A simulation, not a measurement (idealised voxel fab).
Module name: voxel trench capacitor (process module)
We display cut, a cross-section 265 nm in width whose square cells are each 5 nm.
Cross-sections here: square-cell grids, written as top-down lists of bands, a band being one or more rows of cells. Per band: top height and bottom height in nm, followed by the left-to-right materials and their widths in nm; "everywhere" marks a single material spanning edge to edge, "blank" marks empty space. Height is counted from the level 0, under which the received wafer is composed throughout of one material. The lowest of the bands is not closed at the bottom but continues downward, in the notation "0 nm and below". The two numbers in a width such as "30 to 40" mark its ends across the band: the first belongs to the top row of cells, the second to the bottom row, and from each row to the next the width moves by the same amount. Where a step carries "no change", the cross-section came out of it unchanged, cell for cell. The label "Trapped cavities" introduces a list of the empty spaces, 8 cells or larger, that have no open way up to the top; each entry in it reads width x height at distance, where the distance is taken from the left edge and all three are stated in nm. Past the settings on a step's line: simulator remark, on that step. If you see "overlay nm" on a step's line and that step has a mask, it's telling you how far right of where it was planned the mask ended up; a negative number means it went left instead.
# The planned process steps are enumerated hereunder
step 1: RECEIVE, material Si
step 2: CONFORMAL_DEP, material SiN, thk nm 5
step 3: DIRECTIONAL_DEP, material aC, thk nm 15
step 4: PATTERN, tone open, mask id TRENCH, material resist, width nm 25, pitch nm 55, thk nm 35, overlay nm 0
step 5: DIRECTIONAL_ETCH, etch materials aC, depth nm 15
step 6: STRIP, etch materials resist
step 7: DIRECTIONAL_ETCH, etch materials SiN, depth nm 5
step 8: DIRECTIONAL_ETCH, etch materials Si, depth nm 40
step 9: STRIP, etch materials aC
step 10: CONFORMAL_DEP, material HfO2, thk nm 5
step 11: CONFORMAL_DEP, material TiN, thk nm 5
step 12: FILL_DEP, material W, thk nm 5
step 13: CMP, height nm 5
# Wafer as received: cross-section following step 1
> 0 nm and below: Si everywhere
> Trapped cavities: none
# Final wafer profile in cross-section after the module, from the same start and plan as above, with one mistake made during processing
> 5 nm to 0 nm: 35 of SiN | 5 of TiN | 5 of HfO2 | 5 of W | 5 of HfO2 | 5 of TiN | 30 of SiN | 5 of TiN | 5 of HfO2 | 5 of W | 5 of HfO2 | 5 of TiN | 30 of SiN | 5 of TiN | 5 of HfO2 | 5 of W | 5 of HfO2 | 5 of TiN | 30 of SiN | 5 of TiN | 5 of HfO2 | 5 of W | 5 of HfO2 | 5 of TiN | 40 of SiN
> 0 nm to -30 nm: 35 of Si | 5 of TiN | 5 of HfO2 | 5 of W | 5 of HfO2 | 5 of TiN | 30 of Si | 5 of TiN | 5 of HfO2 | 5 of W | 5 of HfO2 | 5 of TiN | 30 of Si | 5 of TiN | 5 of HfO2 | 5 of W | 5 of HfO2 | 5 of TiN | 30 of Si | 5 of TiN | 5 of HfO2 | 5 of W | 5 of HfO2 | 5 of TiN | 40 of Si
> -30 nm to -35 nm: 35 of Si | 5 of TiN | 15 of HfO2 | 5 of TiN | 30 of Si | 5 of TiN | 15 of HfO2 | 5 of TiN | 30 of Si | 5 of TiN | 15 of HfO2 | 5 of TiN | 30 of Si | 5 of TiN | 15 of HfO2 | 5 of TiN | 40 of Si
> -35 nm to -40 nm: 35 of Si | 25 of TiN | 30 of Si | 25 of TiN | 30 of Si | 25 of TiN | 30 of Si | 25 of TiN | 40 of Si
> -40 nm and below: Si everywhere
> Trapped cavities: none
What was the processing mistake? mixed up steps 10 and 11 - ran each in the other's place
